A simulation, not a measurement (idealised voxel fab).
Process module heading - voxel wiring stack
Displayed cross-section: cut, width of 160 nm, square cells sized 5 nm.
Cross-sections here: square-cell grids, written as top-down lists of bands, a band being one or more rows of cells. Basically the band line says how high the top is and how high the bottom is, in nm, and then what's in it from left to right, every material with its width in nm. Empty space shows up as "empty", and if a single material carries "full width" it runs the full band edge to edge. We count height from 0. Below that, the starting wafer is all one material. The lowest band never ends at the bottom but goes on down; see "0 nm and below" for how that is written. The notation "30..40" denotes a width that varies across the rows of cells in the band, beginning at the first number in the top row, finishing at the second number in the bottom row, and changing by an identical amount from each row to the next. What does "changes: none" mean for a step? It means no cell of the cross-section changed in that step. The entry titled "Fully sealed voids" provides the empty spaces that have no open way to the top, restricted to those of 8 cells or more. Each is presented as width x height at distance, the distance being measured from the left edge, with all three in nm. Heads up: the bit after the settings on a step's line is the simulator's remark on that step. The "overlay nm" setting may appear on a step's line; for a step that uses a mask, it gives how far to the right of its planned position the mask lay, and a negative value indicates the left.

Process steps foreseen in the plan:
1. RECEIVE: material Si
2. CONFORMAL_DEP: material SiO2, thk nm 15
3. DIRECTIONAL_DEP: material TiN, thk nm 5
4. DIRECTIONAL_DEP: material W, thk nm 15
5. DIRECTIONAL_DEP: material aC, thk nm 10
6. PATTERN: tone cover, mask id METAL_1, material resist, width nm 20, pitch nm 45, thk nm 25, overlay nm 0
7. DIRECTIONAL_ETCH: etch materials aC, depth nm 10
8. STRIP: etch materials resist
9. DIRECTIONAL_ETCH: etch materials W, depth nm 15
10. DIRECTIONAL_ETCH: etch materials TiN, depth nm 5
11. STRIP: etch materials aC
12. CONFORMAL_DEP: material SiN, thk nm 5
13. FILL_DEP: material lowk, thk nm 10
14. CMP: height nm 35
15. CONFORMAL_DEP: material SiCN, thk nm 5
16. DIRECTIONAL_DEP: material lowk, thk nm 20
17. PATTERN: tone open, mask id PLUG_1, material resist, width nm 15, thk nm 15, overlay nm 0
18. DIRECTIONAL_ETCH: etch materials lowk, depth nm 20
19. DIRECTIONAL_ETCH: etch materials SiCN, depth nm 5
20. STRIP: etch materials resist
21. CONFORMAL_DEP: material TiN, thk nm 5
22. FILL_DEP: material W, thk nm 5
23. CMP: height nm 60
24. CONFORMAL_DEP: material SiN, thk nm 5
25. DIRECTIONAL_DEP: material lowk, thk nm 20
26. PATTERN: tone open, mask id METAL_2, material resist, width nm 20, pitch nm 45, thk nm 15, overlay nm 0
27. DIRECTIONAL_ETCH: etch materials lowk, depth nm 20
28. DIRECTIONAL_ETCH: etch materials SiN, depth nm 5
29. STRIP: etch materials resist
30. CONFORMAL_DEP: material TiN, thk nm 5
31. FILL_DEP: material Ru, thk nm 5
32. CMP: height nm 85
33. CONFORMAL_DEP: material SiCN, thk nm 5
34. DIRECTIONAL_DEP: material lowk, thk nm 10
35. MASKED_ETCH: tone open, mask id PLUG_2, width nm 15, pitch nm 45, etch materials lowk, depth nm 10, overlay nm 0
36. MASKED_ETCH: tone open, mask id PLUG_2, width nm 15, pitch nm 45, etch materials SiCN, depth nm 5, overlay nm 0
37. EPI: material Ru, thk nm 10
38. EPI: material Ru, thk nm 5
39. CONFORMAL_DEP: material SiCN, thk nm 5
40. DIRECTIONAL_DEP: material SiO2, thk nm 20
41. PATTERN: tone open, mask id METAL_3, material resist, width nm 20, pitch nm 45, thk nm 20, overlay nm -15
42. DIRECTIONAL_ETCH: etch materials SiO2, depth nm 20
43. DIRECTIONAL_ETCH: etch materials SiCN, depth nm 5
44. STRIP: etch materials resist
45. CONFORMAL_DEP: material TiN, thk nm 5
46. FILL_DEP: material Cu, thk nm 5
47. CMP: height nm 125
48. EPI: material Ru, thk nm 5
49. FILL_DEP: material SiCN, thk nm 5
Quick note for whoever runs this: the wafers start identical, but the overlay nm at step 41 isn't the same across them. The plan just shows what the first wafer had.

As received, i.e. after step 1: cross-section through the first of several wafers:
    0 nm and below  Si full width
    Fully sealed voids: none

Cross-sectional representation of the first of several wafers at the end of the module, i.e. after its terminal step, step 49:
    135 nm to 130 nm  SiCN full width
    130 nm to 125 nm  25 nm SiCN, then 30 nm Ru, then 15 nm SiCN, then 30 nm Ru, then 60 nm SiCN
    125 nm to 105 nm  30 nm SiO2, then 5 nm TiN, then 10 nm Cu, then 5 nm TiN, then 25 nm SiO2, then 5 nm TiN, then 10 nm Cu, then 5 nm TiN, then 65 nm SiO2
    105 nm to 100 nm  30 nm SiCN, then 20 nm TiN, then 25 nm SiCN, then 20 nm TiN, then 65 nm SiCN
    100 nm to 90 nm  45 nm lowk, then 15 nm Ru, then 30 nm lowk, then 15 nm Ru, then 55 nm lowk
    90 nm to 85 nm  45 nm SiCN, then 15 nm Ru, then 30 nm SiCN, then 15 nm Ru, then 55 nm SiCN
    85 nm to 65 nm  45 nm lowk, then 5 nm TiN, then 10 nm Ru, then 5 nm TiN, then 25 nm lowk, then 5 nm TiN, then 10 nm Ru, then 5 nm TiN, then 50 nm lowk
    65 nm to 60 nm  45 nm SiN, then 20 nm TiN, then 25 nm SiN, then 20 nm TiN, then 50 nm SiN
    60 nm to 40 nm  45 nm lowk, then 5 nm TiN, then 5 nm W, then 5 nm TiN, then 100 nm lowk
    40 nm to 35 nm  45 nm SiCN, then 15 nm TiN, then 100 nm SiCN
    35 nm to 20 nm  40 nm lowk, then 5 nm SiN, then 20 nm W, then 5 nm SiN, then 15 nm lowk, then 5 nm SiN, then 20 nm W, then 5 nm SiN, then 45 nm lowk
    20 nm to 15 nm  45 nm SiN, then 20 nm TiN, then 25 nm SiN, then 20 nm TiN, then 50 nm SiN
    15 nm to 0 nm  SiO2 full width
    0 nm and below  Si full width
    Fully sealed voids: none

A cross-section through the last wafer at the close of the module:
    135 nm to 130 nm  SiCN full width
    130 nm to 125 nm  55 nm SiCN, then 30 nm Ru, then 15 nm SiCN, then 30 nm Ru, then 30 nm SiCN
    125 nm to 105 nm  60 nm SiO2, then 5 nm TiN, then 10 nm Cu, then 5 nm TiN, then 25 nm SiO2, then 5 nm TiN, then 10 nm Cu, then 5 nm TiN, then 35 nm SiO2
    105 nm to 100 nm  60 nm SiCN, then 20 nm TiN, then 25 nm SiCN, then 20 nm TiN, then 35 nm SiCN
    100 nm to 90 nm  45 nm lowk, then 15 nm Ru, then 30 nm lowk, then 15 nm Ru, then 55 nm lowk
    90 nm to 85 nm  45 nm SiCN, then 15 nm Ru, then 30 nm SiCN, then 15 nm Ru, then 55 nm SiCN
    85 nm to 65 nm  45 nm lowk, then 5 nm TiN, then 10 nm Ru, then 5 nm TiN, then 25 nm lowk, then 5 nm TiN, then 10 nm Ru, then 5 nm TiN, then 50 nm lowk
    65 nm to 60 nm  45 nm SiN, then 20 nm TiN, then 25 nm SiN, then 20 nm TiN, then 50 nm SiN
    60 nm to 40 nm  45 nm lowk, then 5 nm TiN, then 5 nm W, then 5 nm TiN, then 100 nm lowk
    40 nm to 35 nm  45 nm SiCN, then 15 nm TiN, then 100 nm SiCN
    35 nm to 20 nm  40 nm lowk, then 5 nm SiN, then 20 nm W, then 5 nm SiN, then 15 nm lowk, then 5 nm SiN, then 20 nm W, then 5 nm SiN, then 45 nm lowk
    20 nm to 15 nm  45 nm SiN, then 20 nm TiN, then 25 nm SiN, then 20 nm TiN, then 50 nm SiN
    15 nm to 0 nm  SiO2 full width
    0 nm and below  Si full width
    Fully sealed voids: none

Each row below is a wafer at the end of the module, listing for every material the number of cells it has gained (+) or lost (-) since it was received, followed by its closed voids:
overlay nm -15; +16 Cu; +46 Ru; +131 SiCN; +60 SiN; +192 SiO2; +67 TiN; +28 W; +324 lowk; Fully sealed voids: none
overlay nm -10; +16 Cu; +46 Ru; +131 SiCN; +60 SiN; +192 SiO2; +67 TiN; +28 W; +324 lowk; Fully sealed voids: none
overlay nm -5; +16 Cu; +46 Ru; +131 SiCN; +60 SiN; +192 SiO2; +67 TiN; +28 W; +324 lowk; Fully sealed voids: none
overlay nm 0; +16 Cu; +46 Ru; +131 SiCN; +60 SiN; +192 SiO2; +67 TiN; +28 W; +324 lowk; Fully sealed voids: none
overlay nm 5; +16 Cu; +46 Ru; +131 SiCN; +60 SiN; +192 SiO2; +67 TiN; +28 W; +324 lowk; Fully sealed voids: none
overlay nm 10; +16 Cu; +46 Ru; +131 SiCN; +60 SiN; +192 SiO2; +67 TiN; +28 W; +324 lowk; Fully sealed voids: none
overlay nm 15; +16 Cu; +46 Ru; +131 SiCN; +60 SiN; +192 SiO2; +67 TiN; +28 W; +324 lowk; Fully sealed voids: none
